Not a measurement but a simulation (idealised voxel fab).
process module | voxel released beams
cross-section cut | 185 nm wide | cells 5 nm
A cross-section is a grid of square cells, given in bands from the top down. A band is one or more rows of cells.
Each band's line starts with the height of the band's top and of its bottom, in nm. Then come its materials from left to right, each with its width in nm. One material with "throughout" fills the band from edge to edge. "air" is empty space.
Height 0 is the level under which the wafer as received is all one material. The lowest band goes on downwards, as in "0 down".
A width such as "30 to 40" changes by the same amount from each row of cells to the next, from the band's top row to its bottom row.
"no change" after a step means that no cell of the cross-section changed.
closed voids: empty space of 8 cells or more with no open way to the top, each as width x height at its distance from the left edge, in nm
after a step's settings: what the simulator itself notes on the step
overlay nm, on a step with a mask: how far to the right of its planned place the mask lay; to the left if negative
plan
1 op RECEIVE | material Si
2 op CONFORMAL_DEP | material SiN | thk nm 5
3 op DIRECTIONAL_DEP | material SiO2 | thk nm 15
4 op MASKED_ETCH | tone open | mask id ANCHOR | width nm 30 | etch materials SiO2 | depth nm 15 | overlay nm 0
5 op CONFORMAL_DEP | material TiN | thk nm 10
6 op PATTERN | tone cover | mask id BEAM | material resist | width nm 105 | thk nm 20 | overlay nm 0
7 op DIRECTIONAL_ETCH | etch materials TiN | depth nm 10
8 op STRIP | etch materials resist
9 op STRIP | etch materials SiO2
as received, after step 1
  0 down: Si throughout
  closed voids: none
a wafer at the end: this start, this plan, one mistake
  15 to 5: air 35 | TiN 105 | air 45
  5 to 0: SiN throughout
  0 down: Si throughout
  closed voids: none
what went wrong: step 3 was left out
